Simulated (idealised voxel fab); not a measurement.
process module | voxel wiring stack
cross-section cut | 185 nm wide | cells 5 nm
A cross-section is a grid of square cells, given in bands from the top down. A band is one or more rows of cells.
Each band's line starts with the height of the band's top and of its bottom, in nm. Then come its materials from left to right, each with its width in nm. One material with "throughout" fills the band from edge to edge. "air" is empty space.
Height 0 is the level under which the wafer as received is all one material. The lowest band goes on downwards, as in "0 down".
A width such as "30 to 40" changes by the same amount from each row of cells to the next, from the band's top row to its bottom row.
"no change" after a step means that no cell of the cross-section changed.
closed voids: empty space of 8 cells or more with no open way to the top, each as width x height at its distance from the left edge, in nm
after a step's settings: what the simulator itself notes on the step
overlay nm, on a step with a mask: how far to the right of its planned place the mask lay; to the left if negative
plan
1 op RECEIVE | material Si
2 op CONFORMAL_DEP | material SiO2 | thk nm 10
3 op CONFORMAL_DEP | material SiCN | thk nm 5
4 op DIRECTIONAL_DEP | material SiO2 | thk nm 20
5 op PATTERN | tone open | mask id METAL_1 | material resist | width nm 25 | pitch nm 40 | thk nm 15 | overlay nm 0
6 op DIRECTIONAL_ETCH | etch materials SiO2 | depth nm 20
7 op DIRECTIONAL_ETCH | etch materials SiCN | depth nm 5
8 op STRIP | etch materials resist
9 op CONFORMAL_DEP | material TiN | thk nm 5
10 op FILL_DEP | material Cu | thk nm 5
11 op CMP | height nm 35
12 op CONFORMAL_DEP | material SiCN | thk nm 5
13 op DIRECTIONAL_DEP | material SiO2 | thk nm 30
14 op MASKED_ETCH | tone open | mask id METAL_2_HOLES | width nm 15 | pitch nm 80 | etch materials SiO2 | depth nm 30 | overlay nm 0
15 op MASKED_ETCH | tone open | mask id METAL_2 | width nm 25 | pitch nm 40 | etch materials SiO2 | depth nm 20 | overlay nm 0
16 op MASKED_ETCH | tone open | mask id METAL_2 | width nm 25 | pitch nm 40 | etch materials SiCN | depth nm 5 | overlay nm 0
17 op CONFORMAL_DEP | material TiN | thk nm 5
18 op FILL_DEP | material Cu | thk nm 10
19 op CMP | height nm 70
20 op CONFORMAL_DEP | material SiN | thk nm 5
as received, after step 1
  0 down: Si throughout
  closed voids: none
a wafer at the end: this start, this plan, one mistake
  75 to 70: SiN throughout
  70 to 55: SiO2 20 | SiCN 5 | Cu 15 | SiCN 5 | SiO2 15 | SiCN 5 | Cu 15 | SiCN 5 | SiO2 15 | SiCN 5 | Cu 15 | SiCN 5 | SiO2 15 | SiCN 5 | Cu 15 | SiCN 5 | SiO2 20
  55 to 50: SiO2 20 | SiCN 5 | Cu 5 | SiCN 15 | SiO2 15 | SiCN 25 | SiO2 15 | SiCN 5 | Cu 5 | SiCN 15 | SiO2 15 | SiCN 25 | SiO2 20
  50 to 40: SiO2 20 | SiCN 5 | Cu 5 | SiCN 5 | SiO2 65 | SiCN 5 | Cu 5 | SiCN 5 | SiO2 70
  40 to 35: SiCN throughout
  35 to 15: SiO2 20 | TiN 5 | Cu 15 | TiN 5 | SiO2 15 | TiN 5 | Cu 15 | TiN 5 | SiO2 15 | TiN 5 | Cu 15 | TiN 5 | SiO2 15 | TiN 5 | Cu 15 | TiN 5 | SiO2 20
  15 to 10: SiCN 20 | TiN 25 | SiCN 15 | TiN 25 | SiCN 15 | TiN 25 | SiCN 15 | TiN 25 | SiCN 20
  10 to 0: SiO2 throughout
  0 down: Si throughout
  closed voids: none
what went wrong: step 17 ran as: op CONFORMAL_DEP | material SiCN | thk nm 5
